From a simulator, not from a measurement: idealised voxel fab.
The name of this process module is voxel self aligned contacts.
The figure presents cross-section cut, which has a width of 260 nm and is divided into square cells with an edge length of 5 nm.
Each cross-section below is a grid of square cells, stated as bands in top-down order, with one or more rows of cells making up each band. Per band: top height and bottom height in nm, followed by the left-to-right materials and their widths in nm; "everywhere" marks a single material spanning edge to edge, "empty" marks empty space. Heads up on the height convention: 0 is the point under which the incoming wafer is all one material, and the lowest band has no bottom, it just keeps going down, like "0..down". A width such as "30->40" changes by the same amount from each row of cells to the next, from the band's top row to its bottom row. Where the words "nothing different" appear for a step, the cross-section shows no cell changed by that step; every cell remained as before. Sealed-off cavities: empty space of 8 cells or more with no open way to the top, each as width x height at its distance from the left edge, in nm. Post-settings text on a step line: simulator's own remark regarding the step. You can add "overlay nm" to a step's line. For a step with a mask, it describes how far the mask lay to the right of its planned position, and a negative number describes a lay to the left.

The steps planned for the process are as follows
1) op RECEIVE | material Si
2) op CONFORMAL_DEP | material SiO2 | thk nm 5
3) op DIRECTIONAL_DEP | material polySi | thk nm 25
4) op DIRECTIONAL_DEP | material SiN | thk nm 25
5) op PATTERN | tone cover | mask id GATE | material resist | width nm 25 | pitch nm 70 | thk nm 20 | overlay nm 0
6) op DIRECTIONAL_ETCH | etch materials SiN | depth nm 25
7) op DIRECTIONAL_ETCH | etch materials polySi | depth nm 25
8) op STRIP | etch materials resist
9) op CONFORMAL_DEP | material SiN | thk nm 10
10) op DIRECTIONAL_ETCH | etch materials SiN | depth nm 10
11) op FILL_DEP | material SiO2 | thk nm 20
12) op CMP | height nm 65
13) op MASKED_ETCH | tone open | mask id CONTACT | width nm 55 | etch materials SiO2 | depth nm 65 | overlay nm 0
14) op CONFORMAL_DEP | material TiN | thk nm 5
15) op FILL_DEP | material Ru | thk nm 5
16) op CMP | height nm 65
17) op CONFORMAL_DEP | material SiN | thk nm 5

as received, after step 1
- 0..down | Si everywhere
- Sealed-off cavities: none

a wafer at the end: this start, this plan, one mistake
- 70..65 | SiN everywhere
- 65..60 | SiO2=100, then TiN=5, then Ru=45, then TiN=5, then SiO2=105
- 60..55 | SiO2=100, then TiN=55, then SiO2=105
- 55..30 | SiN=90, then SiO2=5, then SiN=65, then SiO2=5, then SiN=95
- 30..5 | polySi=80, then SiN=10, then SiO2=5, then SiN=10, then polySi=45, then SiN=10, then SiO2=5, then SiN=10, then polySi=85
- 5..0 | SiO2 everywhere
- 0..down | Si everywhere
- Sealed-off cavities: none
what went wrong: note that step 5 departed from the planned setting and was carried out as op PATTERN | tone open | mask id GATE | material resist | width nm 25 | pitch nm 70 | thk nm 20 | overlay nm 0
